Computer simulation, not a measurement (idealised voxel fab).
Documented hereafter: the process module known as voxel wiring stack.
This is section cut - it's 280 nm across, gridded in 5 nm square cells.
When this document writes out a cross-section, it uses a grid of square cells and lists it as bands, beginning at the top and moving down, with a band standing for one or more rows of cells. Band: top and bottom heights (nm) first, top before bottom; then materials from left to right, widths in nm. "edge to edge" marks a sole material filling the band edge to edge. "air" denotes empty space. Height datum 0, below which the as-received substrate wafer is one material. Lowest band open at the bottom, running downward: "0 nm and below". Top row gets the first number, bottom row gets the second, and each row in between changes by the same step: that is how a band width like "30..40" works. "remained the same" after a step means that no cell of the cross-section changed. Closed empty spaces (no open way to the top) of 8 cells or more are what "Closed void inventory" lists, each as width x height at distance from the left edge, nm for all three. It should be noted that, on the line of a given step, the content following the step's settings is a remark produced by the simulator itself with respect to that step. overlay nm: mask offset rightward from planned place, masked step; negative means leftward offset.

# Set out below are the planned steps of the process
1 RECEIVE [material Si]
2 CONFORMAL_DEP [material SiO2] [thk nm 15]
3 CONFORMAL_DEP [material SiN] [thk nm 5]
4 DIRECTIONAL_DEP [material lowk] [thk nm 15]
5 DIRECTIONAL_DEP [material aC] [thk nm 15]
6 PATTERN [tone open] [mask id METAL_1] [material resist] [width nm 25] [pitch nm 55] [thk nm 35] [overlay nm 0]
7 DIRECTIONAL_ETCH [etch materials aC] [depth nm 15]
8 STRIP [etch materials resist]
9 DIRECTIONAL_ETCH [etch materials lowk] [depth nm 15]
10 DIRECTIONAL_ETCH [etch materials SiN] [depth nm 5]
11 STRIP [etch materials aC]
12 CONFORMAL_DEP [material TiN] [thk nm 5]
13 FILL_DEP [material Cu] [thk nm 10]
14 CMP [height nm 35]
15 EPI [material Ru] [thk nm 5]
16 FILL_DEP [material SiCN] [thk nm 5]
17 DIRECTIONAL_DEP [material SiO2] [thk nm 25]
18 MASKED_ETCH [tone open] [mask id METAL_2] [width nm 25] [pitch nm 55] [etch materials SiO2] [depth nm 15] [overlay nm 0]
19 PATTERN [tone open] [mask id METAL_2_HOLES] [material resist] [width nm 15] [thk nm 20] [overlay nm 0]
20 DIRECTIONAL_ETCH [etch materials SiO2] [depth nm 10]
21 DIRECTIONAL_ETCH [etch materials SiCN] [depth nm 5]
22 STRIP [etch materials resist]
23 CONFORMAL_DEP [material TiN] [thk nm 5]
24 FILL_DEP [material Cu] [thk nm 5]
25 CMP [height nm 70]
26 CONFORMAL_DEP [material SiCN] [thk nm 5]
27 DIRECTIONAL_DEP [material SiO2] [thk nm 30]
28 PATTERN [tone open] [mask id METAL_3] [material resist] [width nm 25] [pitch nm 55] [thk nm 15] [overlay nm 0]
29 DIRECTIONAL_ETCH [etch materials SiO2] [depth nm 15]
30 STRIP [etch materials resist]
31 PATTERN [tone open] [mask id METAL_3_HOLES] [material resist] [width nm 15] [pitch nm 55] [thk nm 15] [overlay nm 0]
32 DIRECTIONAL_ETCH [etch materials SiO2] [depth nm 15]
33 DIRECTIONAL_ETCH [etch materials SiCN] [depth nm 5]
34 STRIP [etch materials resist]
35 CONFORMAL_DEP [material TiN] [thk nm 5]
36 FILL_DEP [material Ru] [thk nm 10]
37 CMP [height nm 105]
38 CONFORMAL_DEP [material SiCN] [thk nm 5]

# Wafer cross-section on receipt, i.e. after step 1
> 0 nm and below | Si edge to edge
> Closed void inventory: none

# a wafer at the end: this start, this plan, one mistake
> 110 nm to 105 nm | SiCN edge to edge
> 105 nm to 95 nm | 100 SiO2; 5 TiN; 15 Ru; 5 TiN; 30 SiO2; 5 TiN; 15 Ru; 5 TiN; 100 SiO2
> 95 nm to 90 nm | 100 SiO2; 5 TiN; 5 Ru; 15 TiN; 30 SiO2; 5 TiN; 5 Ru; 15 TiN; 100 SiO2
> 90 nm to 75 nm | 100 SiO2; 5 TiN; 5 Ru; 5 TiN; 40 SiO2; 5 TiN; 5 Ru; 5 TiN; 110 SiO2
> 75 nm to 70 nm | 100 SiCN; 15 TiN; 40 SiCN; 15 TiN; 110 SiCN
> 70 nm to 60 nm | 100 SiO2; 5 aC; 15 Cu; 5 aC; 30 SiO2; 5 aC; 15 Cu; 5 aC; 100 SiO2
> 60 nm to 55 nm | 100 SiO2; 5 aC; 5 Cu; 15 aC; 30 SiO2; 25 aC; 100 SiO2
> 55 nm to 45 nm | 100 SiO2; 5 aC; 5 Cu; 5 aC; 165 SiO2
> 45 nm to 40 nm | 100 SiCN; 15 aC; 165 SiCN
> 40 nm to 35 nm | 95 SiCN; 35 Ru; 20 SiCN; 35 Ru; 95 SiCN
> 35 nm to 20 nm | 100 lowk; 5 TiN; 15 Cu; 5 TiN; 30 lowk; 5 TiN; 15 Cu; 5 TiN; 100 lowk
> 20 nm to 15 nm | 100 SiN; 25 TiN; 30 SiN; 25 TiN; 100 SiN
> 15 nm to 0 nm | SiO2 edge to edge
> 0 nm and below | Si edge to edge
> Closed void inventory: none
Which mistake was made when the wafer was run? heads up, step 23 didn't go per plan, it actually ran as CONFORMAL_DEP [material aC] [thk nm 5]
